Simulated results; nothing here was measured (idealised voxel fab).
The name of this process module is voxel transistor to metal.
FYI the section here is cut, 210 nm wide, cells are 5 nm squares.
In this document a cross-section is written as a grid of square cells. It is given as a series of bands, listed from the top down, and a band is one or more rows of cells.
In this notation a band is specified by the heights of its top and bottom, in that order and in nm, after which its materials appear from left to right, each paired with its width in nm. The word "everywhere" attached to a single material means that material fills the band from edge to edge; the word "empty" stands for empty space.
We count height from 0. Below that, the starting wafer is all one material. The lowest band never ends at the bottom but goes on down; see "0 down" for how that is written.
You'd read "30->40" like this: the band's top row of cells is as wide as the first number, its bottom row is as wide as the second, and going down, every row changes width by the same amount as the row before did.
It should be understood that the words "remains unaltered", when stated for a given step, signify that the cross-section underwent no change in any of its cells during that step.
Voids not open to the top, 8 cells minimum: see "Enclosed voids". Written width x height at distance; distance is from the left edge; nm.
What comes after the settings on a step's line is commentary from the simulator itself on that step.
overlay nm: how far to the right of its planned place the mask lay on this masked step (negative: to the left).

## Process steps foreseen in the plan
| 1 | RECEIVE (material Si) |
| 2 | OXIDIZE (depth nm 5) |
| 3 | CONFORMAL_DEP (material SiN; thk nm 10) |
| 4 | PATTERN (tone cover; mask id ACTIVE; material resist; width nm 110; thk nm 20; overlay nm 0) |
| 5 | DIRECTIONAL_ETCH (etch materials SiN; depth nm 10) |
| 6 | DIRECTIONAL_ETCH (etch materials SiO2; depth nm 5) |
| 7 | DIRECTIONAL_ETCH (etch materials Si; depth nm 30) |
| 8 | STRIP (etch materials resist) |
| 9 | OXIDIZE (depth nm 5) |
| 10 | FILL_DEP (material SiO2; thk nm 10) |
| 11 | CMP (height nm 10) |
| 12 | SELECTIVE_ETCH (etch materials SiO2; depth nm 5) |
| 13 | STRIP (etch materials SiN) |
| 14 | SELECTIVE_ETCH (etch materials SiO2; depth nm 5) |
| 15 | OXIDIZE (depth nm 5) |
| 16 | DIRECTIONAL_DEP (material polySi; thk nm 20) |
| 17 | DIRECTIONAL_DEP (material SiCN; thk nm 10) |
| 18 | MASKED_ETCH (tone cover; mask id GATE; width nm 30; etch materials SiCN; depth nm 20; overlay nm 0) |
| 19 | MASKED_ETCH (tone cover; mask id GATE; width nm 30; etch materials polySi; depth nm 30; overlay nm 0) |
| 20 | CONFORMAL_DEP (material SiN; thk nm 5) |
| 21 | DIRECTIONAL_ETCH (etch materials SiN; depth nm 5) |
| 22 | DIRECTIONAL_ETCH (etch materials SiO2; depth nm 5) |
| 23 | DIRECTIONAL_ETCH (etch materials Si; depth nm 15) |
| 24 | EPI (material pSi; thk nm 20) |
| 25 | FILL_DEP (material SiO2; thk nm 10) |
| 26 | CMP (height nm 15) |
| 27 | STRIP (etch materials polySi) |
| 28 | SELECTIVE_ETCH (etch materials SiO2; depth nm 5) |
| 29 | CONFORMAL_DEP (material HfO2; thk nm 5) |
| 30 | CONFORMAL_DEP (material TiN; thk nm 5) |
| 31 | FILL_DEP (material W; thk nm 10) |
| 32 | CMP (height nm 10) |
| 33 | DIRECTIONAL_DEP (material SiO2; thk nm 15) |
| 34 | MASKED_ETCH (tone open; mask id CONTACT; width nm 15; pitch nm 75; etch materials SiO2; depth nm 30; overlay nm 0) |
| 35 | CONFORMAL_DEP (material TiN; thk nm 5) |
| 36 | FILL_DEP (material Ru; thk nm 5) |
| 37 | CMP (height nm 25) |
| 38 | DIRECTIONAL_DEP (material TiN; thk nm 5) |
| 39 | DIRECTIONAL_DEP (material Ru; thk nm 20) |
| 40 | DIRECTIONAL_DEP (material aC; thk nm 15) |
| 41 | PATTERN (tone cover; mask id METAL_1; material resist; width nm 15; pitch nm 75; thk nm 35; overlay nm 0) |
| 42 | DIRECTIONAL_ETCH (etch materials aC; depth nm 15) |
| 43 | STRIP (etch materials resist) |
| 44 | DIRECTIONAL_ETCH (etch materials Ru; depth nm 20) |
| 45 | DIRECTIONAL_ETCH (etch materials TiN; depth nm 5) |
| 46 | STRIP (etch materials aC) |
| 47 | FILL_DEP (material lowk; thk nm 5) |
| 48 | CMP (height nm 50) |
| 49 | CONFORMAL_DEP (material SiN; thk nm 5) |

## Cross-section of the incoming wafer, state after step 1
0 down: Si everywhere
Enclosed voids: none

## Cross-section taken at module completion on the first of two wafers; processed per the plan
55 to 50: SiN everywhere
50 to 30: lowk 60 nm | Ru 15 nm | lowk 60 nm | Ru 15 nm | lowk 60 nm
30 to 25: lowk 60 nm | TiN 15 nm | lowk 60 nm | TiN 15 nm | lowk 60 nm
25 to 15: SiO2 60 nm | TiN 5 nm | Ru 5 nm | TiN 5 nm | SiO2 60 nm | TiN 5 nm | Ru 5 nm | TiN 5 nm | SiO2 60 nm
15 to 10: SiO2 60 nm | TiN 15 nm | SiO2 60 nm | TiN 15 nm | SiO2 60 nm
10 to 0: SiO2 60 nm | TiN 5 nm | pSi 20 nm | SiN 5 nm | HfO2 5 nm | TiN 5 nm | W 10 nm | TiN 5 nm | HfO2 5 nm | SiN 5 nm | pSi 20 nm | TiN 5 nm | SiO2 60 nm
0 to -5: SiO2 45 nm | SiN 5 nm | SiO2 10 nm | TiN 5 nm | pSi 20 nm | SiN 5 nm | HfO2 5 nm | TiN 20 nm | HfO2 5 nm | SiN 5 nm | pSi 20 nm | TiN 5 nm | SiO2 10 nm | SiN 5 nm | SiO2 45 nm
-5 to -10: SiO2 50 nm | pSi 35 nm | HfO2 40 nm | pSi 35 nm | SiO2 50 nm
-10 to -25: SiO2 55 nm | pSi 30 nm | Si 40 nm | pSi 30 nm | SiO2 55 nm
-25 to -40: SiO2 55 nm | Si 100 nm | SiO2 55 nm
-40 down: Si everywhere
Enclosed voids: none

## The second wafer, shown in cross-section after the module: started the same way as the first and given the same plan, yet one mistake crept into how it was run
55 to 50: SiN everywhere
50 to 30: lowk 60 nm | Ru 15 nm | lowk 60 nm | Ru 15 nm | lowk 60 nm
30 to 25: lowk 60 nm | TiN 15 nm | lowk 60 nm | TiN 15 nm | lowk 60 nm
25 to 15: SiO2 60 nm | TiN 5 nm | Ru 5 nm | TiN 5 nm | SiO2 60 nm | TiN 5 nm | Ru 5 nm | TiN 5 nm | SiO2 60 nm
15 to 10: SiO2 60 nm | TiN 15 nm | SiO2 60 nm | TiN 15 nm | SiO2 60 nm
10 to 0: SiO2 60 nm | TiN 5 nm | pSi 20 nm | SiN 5 nm | HfO2 5 nm | TiN 5 nm | W 10 nm | TiN 5 nm | HfO2 5 nm | SiN 5 nm | pSi 20 nm | TiN 5 nm | SiO2 60 nm
0 to -5: SiO2 55 nm | SiN 5 nm | TiN 5 nm | pSi 20 nm | SiN 5 nm | HfO2 5 nm | TiN 20 nm | HfO2 5 nm | SiN 5 nm | pSi 20 nm | TiN 5 nm | SiO2 20 nm | SiN 5 nm | SiO2 35 nm
-5 to -10: SiO2 60 nm | pSi 25 nm | HfO2 40 nm | pSi 45 nm | SiO2 40 nm
-10 to -25: SiO2 65 nm | pSi 20 nm | Si 40 nm | pSi 40 nm | SiO2 45 nm
-25 to -40: SiO2 65 nm | Si 100 nm | SiO2 45 nm
-40 down: Si everywhere
Enclosed voids: none
What was done differently from what was planned? step 4 ran differently from the plan; actual operation with settings: PATTERN (tone cover; mask id ACTIVE; material resist; width nm 110; thk nm 20; overlay nm 10)
When the process is done, the second wafer contains the same cell count of every material as the first wafer, but distributed over other locations.
